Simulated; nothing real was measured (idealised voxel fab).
Process module under the name voxel tone inversion
The cross-section on display is named cut; it measures 265 nm wide, and its cells are 5 nm squares.
This document writes a cross-section as a grid whose cells are square, and gives it as bands, listed from the top down; one or more rows of cells form a band. Per band: top height and bottom height in nm, followed by the left-to-right materials and their widths in nm; "full width" marks a single material spanning edge to edge, "blank" marks empty space. Where do heights start? At 0: under that level the wafer as delivered is made of one material only. And the lowest band has no floor; it just carries on downward, as in "0 nm and below". Graded width ("30 to 40"): value in top row of band = first number; value in bottom row = second number; row-to-row change constant. Take "no modification" at face value: in the step it is given for, the cross-section changed in none of its cells. "Voids, enclosed" lists enclosed empty spaces (at least 8 cells, no open path upward to the top), each as width x height at distance from the left edge, in nm. Text after the settings on a step's line: the simulator's own remark on that step. Regarding "overlay nm": on a step with a mask, it is the distance the mask lay to the right of its planned place; a negative value places it to the left.
[plan]
1: op RECEIVE | material Si
2: op CONFORMAL_DEP | material SiN | thk nm 10
3: op DIRECTIONAL_DEP | material polySi | thk nm 20
4: op PATTERN | tone cover | mask id POSTS | material resist | width nm 15 | pitch nm 40 | thk nm 30 | overlay nm 0
5: op DIRECTIONAL_ETCH | etch materials polySi | depth nm 20
6: op STRIP | etch materials resist
7: op FILL_DEP | material lowk | thk nm 10
8: op CMP | height nm 30
9: op STRIP | etch materials polySi
[Cross-section of the wafer at receipt, which is the condition after step 1]
- 0 nm and below | Si full width
- Voids, enclosed: none
[Cross-section, end of module. Start: as above. Plan: as above. Execution: one mistake]
- 30 nm to 10 nm | blank: 65 | lowk: 15 | blank: 25 | lowk: 15 | blank: 25 | lowk: 15 | blank: 25 | lowk: 15 | blank: 65
- 10 nm to 0 nm | SiN full width
- 0 nm and below | Si full width
- Voids, enclosed: none
The plan and the run diverged here: note that step 4 departed from the planned setting and was carried out as op PATTERN | tone open | mask id POSTS | material resist | width nm 15 | pitch nm 40 | thk nm 30 | overlay nm 0
